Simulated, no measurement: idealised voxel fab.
Title: Process Module voxel wiring stack
The cross-section shown here is cut; it is 235 nm wide and divided into square cells measuring 5 nm on a side.
Cross-section spec: square-cell grid; bands listed top down; each band is one or more rows. Basically the band line says how high the top is and how high the bottom is, in nm, and then what's in it from left to right, every material with its width in nm. Empty space shows up as "air", and if a single material carries "edge to edge" it runs the full band edge to edge. Where do heights start? At 0: under that level the wafer as delivered is made of one material only. And the lowest band has no floor; it just carries on downward, as in "top 0, no bottom". You'd read "30 to 40" like this: the band's top row of cells is as wide as the first number, its bottom row is as wide as the second, and going down, every row changes width by the same amount as the row before did. "same as before" means the step left every cell of the cross-section as it was. You'll see "Unvented cavities" listing empty spaces that have no way open to the top, as long as they're 8 cells or more; the notation is width x height at distance, where the distance is from the left edge, and all of it is in nm. Whatever follows a step's settings on its line is a remark the simulator itself makes about that step. "overlay nm", when on a step's line for a step with a mask, measures how far to the right of its planned place the mask lay; a negative measure means to the left.

The steps planned for the process are as follows:
step 1: RECEIVE with material Si
step 2: CONFORMAL_DEP with material SiO2, thk nm 15
step 3: DIRECTIONAL_DEP with material TiN, thk nm 5
step 4: DIRECTIONAL_DEP with material W, thk nm 25
step 5: DIRECTIONAL_DEP with material aC, thk nm 15
step 6: PATTERN with tone cover, mask id METAL_1, material resist, width nm 25, pitch nm 45, thk nm 35, overlay nm 0
step 7: DIRECTIONAL_ETCH with etch materials aC, depth nm 15
step 8: STRIP with etch materials resist
step 9: DIRECTIONAL_ETCH with etch materials W, depth nm 25
step 10: DIRECTIONAL_ETCH with etch materials TiN, depth nm 5
step 11: STRIP with etch materials aC
step 12: CONFORMAL_DEP with material SiCN, thk nm 5
step 13: FILL_DEP with material lowk, thk nm 10
step 14: CMP with height nm 45
step 15: CONFORMAL_DEP with material SiCN, thk nm 5
step 16: DIRECTIONAL_DEP with material SiO2, thk nm 30
step 17: DIRECTIONAL_DEP with material aC, thk nm 15
step 18: PATTERN with tone open, mask id METAL_2, material resist, width nm 25, pitch nm 45, thk nm 35, overlay nm 0
step 19: DIRECTIONAL_ETCH with etch materials aC, depth nm 15
step 20: STRIP with etch materials resist
step 21: DIRECTIONAL_ETCH with etch materials SiO2, depth nm 15
step 22: STRIP with etch materials aC
step 23: MASKED_ETCH with tone open, mask id METAL_2_HOLES, width nm 15, pitch nm 45, etch materials SiO2, depth nm 15, overlay nm -15
step 24: MASKED_ETCH with tone open, mask id METAL_2_HOLES, width nm 15, pitch nm 45, etch materials SiCN, depth nm 5, overlay nm 0
step 25: CONFORMAL_DEP with material TiN, thk nm 5
step 26: FILL_DEP with material Cu, thk nm 10
step 27: CMP with height nm 80
step 28: CONFORMAL_DEP with material SiCN, thk nm 5
step 29: DIRECTIONAL_DEP with material SiO2, thk nm 25
step 30: PATTERN with tone open, mask id METAL_3, material resist, width nm 25, pitch nm 45, thk nm 15, overlay nm 0
step 31: DIRECTIONAL_ETCH with etch materials SiO2, depth nm 15
step 32: STRIP with etch materials resist
step 33: MASKED_ETCH with tone open, mask id METAL_3_HOLES, width nm 15, pitch nm 90, etch materials SiO2, depth nm 10, overlay nm 0
step 34: MASKED_ETCH with tone open, mask id METAL_3_HOLES, width nm 15, pitch nm 90, etch materials SiCN, depth nm 5, overlay nm 0
step 35: CONFORMAL_DEP with material TiN, thk nm 5
step 36: FILL_DEP with material Cu, thk nm 10
step 37: CMP with height nm 110
step 38: CONFORMAL_DEP with material SiCN, thk nm 5
Be aware that, although all wafers share a common starting state, the overlay nm at step 23 differs among them, and the plan displays the first wafer's value.

The first of several wafers, as received after step 1, seen in section:
top 0, no bottom = Si edge to edge
Unvented cavities: none

Row per wafer, end-of-module: cell gain (+)/loss (-) by material since the wafer came in, then closed voids:
overlay nm -15; +60 Cu; +197 SiCN; +529 SiO2; +90 TiN; +75 W; +130 lowk; Unvented cavities: none
overlay nm -10; +54 Cu; +194 SiCN; +529 SiO2; +99 TiN; +75 W; +130 lowk; Unvented cavities: none
overlay nm -5; +48 Cu; +191 SiCN; +529 SiO2; +108 TiN; +75 W; +130 lowk; Unvented cavities: none
overlay nm 0; +54 Cu; +188 SiCN; +529 SiO2; +105 TiN; +75 W; +130 lowk; Unvented cavities: none
overlay nm 5; +51 Cu; +191 SiCN; +529 SiO2; +105 TiN; +75 W; +130 lowk; Unvented cavities: none
overlay nm 10; +51 Cu; +194 SiCN; +529 SiO2; +102 TiN; +75 W; +130 lowk; Unvented cavities: none
overlay nm 15; +48 Cu; +197 SiCN; +529 SiO2; +102 TiN; +75 W; +130 lowk; Unvented cavities: none
